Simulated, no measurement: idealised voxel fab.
Process module name: voxel air gaps
Each square cell in cross-section cut measures 5 nm, and the section as a whole is 205 nm wide.
This document writes a cross-section as a grid whose cells are square, and gives it as bands, listed from the top down; one or more rows of cells form a band. Within each band entry, the heights of the top and of the bottom of the band appear first, in that order and in nm; the materials of the band then follow from left to right, each with its corresponding width in nm. The designation "throughout" on a single material indicates that it fills the band from edge to edge; the designation "empty" indicates empty space. We count height from 0. Below that, the starting wafer is all one material. The lowest band never ends at the bottom but goes on down; see "top 0, no bottom" for how that is written. The notation "30..40" denotes a width that varies across the rows of cells in the band, beginning at the first number in the top row, finishing at the second number in the bottom row, and changing by an identical amount from each row to the next. What does "stayed the same" mean for a step? It means no cell of the cross-section changed in that step. "Unvented internal voids" specifies each empty space that is not open to the top and that occupies no fewer than 8 cells, using the form width x height at distance, the distance measured from the left edge and all three quantities in nm. Where a step's line continues beyond its settings, the continuation is a remark by the simulator itself on that step. overlay nm: for a step with a mask, the amount by which the mask lay right of where it was planned; a negative amount means left of it.

[Planned step list for the process]
| 1 | RECEIVE | material Si |
| 2 | CONFORMAL_DEP | material SiO2 | thk nm 10 |
| 3 | CONFORMAL_DEP | material SiN | thk nm 5 |
| 4 | DIRECTIONAL_DEP | material SiO2 | thk nm 35 |
| 5 | PATTERN | tone open | mask id LINES | material resist | width nm 15 | pitch nm 55 | thk nm 20 | overlay nm 0 |
| 6 | DIRECTIONAL_ETCH | etch materials SiO2 | depth nm 35 |
| 7 | STRIP | etch materials resist |
| 8 | CONFORMAL_DEP | material TiN | thk nm 5 |
| 9 | FILL_DEP | material Ru | thk nm 5 |
| 10 | CMP | height nm 50 |
| 11 | EPI | material Ru | thk nm 10 |
| 12 | SELECTIVE_ETCH | etch materials SiO2 | depth nm 45 |
| 13 | CONFORMAL_DEP | material SiCN | thk nm 5 |
Keep in mind the plan's value for the width nm of step 5 comes from the first wafer; the wafers don't share that setting, but they do share the same starting point.

[First of several wafers, received after step 1, in cross-section]
  top 0, no bottom  Si throughout
  Unvented internal voids: none

[The figure below presents a cross-section of the first of several wafers at the conclusion of the module, following its last step, step 13]
  top 65, bottom 60  empty 25 / SiCN 45 / empty 10 / SiCN 45 / empty 10 / SiCN 45 / empty 25
  top 60, bottom 50  empty 25 / SiCN 5 / Ru 35 / SiCN 5 / empty 10 / SiCN 5 / Ru 35 / SiCN 5 / empty 10 / SiCN 5 / Ru 35 / SiCN 5 / empty 25
  top 50, bottom 45  empty 25 / SiCN 15 / TiN 5 / Ru 5 / TiN 5 / SiCN 15 / empty 10 / SiCN 15 / TiN 5 / Ru 5 / TiN 5 / SiCN 15 / empty 10 / SiCN 15 / TiN 5 / Ru 5 / TiN 5 / SiCN 15 / empty 25
  top 45, bottom 20  empty 35 / SiCN 5 / TiN 5 / Ru 5 / TiN 5 / SiCN 5 / empty 30 / SiCN 5 / TiN 5 / Ru 5 / TiN 5 / SiCN 5 / empty 30 / SiCN 5 / TiN 5 / Ru 5 / TiN 5 / SiCN 5 / empty 35
  top 20, bottom 15  SiCN 40 / TiN 15 / SiCN 40 / TiN 15 / SiCN 40 / TiN 15 / SiCN 40
  top 15, bottom 10  SiN throughout
  top 10, bottom 0  SiO2 throughout
  top 0, no bottom  Si throughout
  Unvented internal voids: none

[last wafer at the end]
  top 65, bottom 60  empty 15 / SiCN 180 / empty 10
  top 60, bottom 50  empty 15 / SiCN 5 / Ru 170 / SiCN 5 / empty 10
  top 50, bottom 45  empty 15 / SiCN 15 / TiN 5 / Ru 30 / TiN 5 / SiO2 15 / TiN 5 / Ru 30 / TiN 5 / SiO2 15 / TiN 5 / Ru 30 / TiN 5 / SiCN 15 / empty 10
  top 45, bottom 20  empty 25 / SiCN 5 / TiN 5 / Ru 30 / TiN 5 / SiO2 15 / TiN 5 / Ru 30 / TiN 5 / SiO2 15 / TiN 5 / Ru 30 / TiN 5 / SiCN 5 / empty 20
  top 20, bottom 15  SiCN 30 / TiN 40 / SiO2 15 / TiN 40 / SiO2 15 / TiN 40 / SiCN 25
  top 15, bottom 10  SiN throughout
  top 10, bottom 0  SiO2 throughout
  top 0, no bottom  Si throughout
  Unvented internal voids: none

[Per-wafer rows below. For each material: cells gained (+) or lost (-) since the wafer was received, as of end of module. Then: closed voids]
width nm 15, +60 Ru, +119 SiCN, +41 SiN, +82 SiO2, +45 TiN, Unvented internal voids: none
width nm 20, +84 Ru, +119 SiCN, +41 SiN, +82 SiO2, +48 TiN, Unvented internal voids: none
width nm 25, +108 Ru, +119 SiCN, +41 SiN, +82 SiO2, +51 TiN, Unvented internal voids: 20 x 25 at 65; 20 x 25 at 120
width nm 30, +132 Ru, +111 SiCN, +41 SiN, +82 SiO2, +54 TiN, Unvented internal voids: 15 x 25 at 70; 15 x 25 at 125
width nm 35, +156 Ru, +67 SiCN, +41 SiN, +138 SiO2, +57 TiN, Unvented internal voids: none
width nm 40, +176 Ru, +67 SiCN, +41 SiN, +124 SiO2, +60 TiN, Unvented internal voids: none
